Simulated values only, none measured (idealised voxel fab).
process module | voxel tone inversion
cross-section cut | 175 nm wide | cells 5 nm
A cross-section is a grid of square cells, given in bands from the top down. A band is one or more rows of cells.
Each band's line starts with the height of the band's top and of its bottom, in nm. Then come its materials from left to right, each with its width in nm. One material with "throughout" fills the band from edge to edge. "air" is empty space.
Height 0 is the level under which the wafer as received is all one material. The lowest band goes on downwards, as in "0 down".
A width such as "30 to 40" changes by the same amount from each row of cells to the next, from the band's top row to its bottom row.
"no change" after a step means that no cell of the cross-section changed.
closed voids: empty space of 8 cells or more with no open way to the top, each as width x height at its distance from the left edge, in nm
after a step's settings: what the simulator itself notes on the step
overlay nm, on a step with a mask: how far to the right of its planned place the mask lay; to the left if negative
plan
1 op RECEIVE | material Si
2 op CONFORMAL_DEP | material SiCN | thk nm 5
3 op DIRECTIONAL_DEP | material aC | thk nm 25
4 op PATTERN | tone cover | mask id POSTS | material resist | width nm 25 | pitch nm 55 | thk nm 35 | overlay nm 0
5 op DIRECTIONAL_ETCH | etch materials aC | depth nm 25
6 op STRIP | etch materials resist
7 op FILL_DEP | material SiO2 | thk nm 5
8 op CMP | height nm 20
9 op STRIP | etch materials aC
varied across the wafers: height nm of step 8. The plan shows the first wafer's value. All wafers start alike
first wafer as received, after step 1
  0 down: Si throughout
  closed voids: none
first wafer at the end, after step 9
  20 to 5: SiO2 20 | air 25 | SiO2 30 | air 25 | SiO2 30 | air 25 | SiO2 20
  5 to 0: SiCN throughout
  0 down: Si throughout
  closed voids: none
last wafer at the end
  35 to 30: SiO2 throughout
  30 to 5: SiO2 20 | aC 25 | SiO2 30 | aC 25 | SiO2 30 | aC 25 | SiO2 20
  5 to 0: SiCN throughout
  0 down: Si throughout
  closed voids: none
each wafer at the end: cells of each material gained (+) or lost (-) since it was received, then its closed voids
height nm 20 | +35 SiCN | +60 SiO2 | closed voids: none
height nm 25 | +35 SiCN | +80 SiO2 | closed voids: none
height nm 30 | +35 SiCN | +100 SiO2 | closed voids: none
height nm 35 | +35 SiCN | +135 SiO2 | +75 aC | closed voids: none
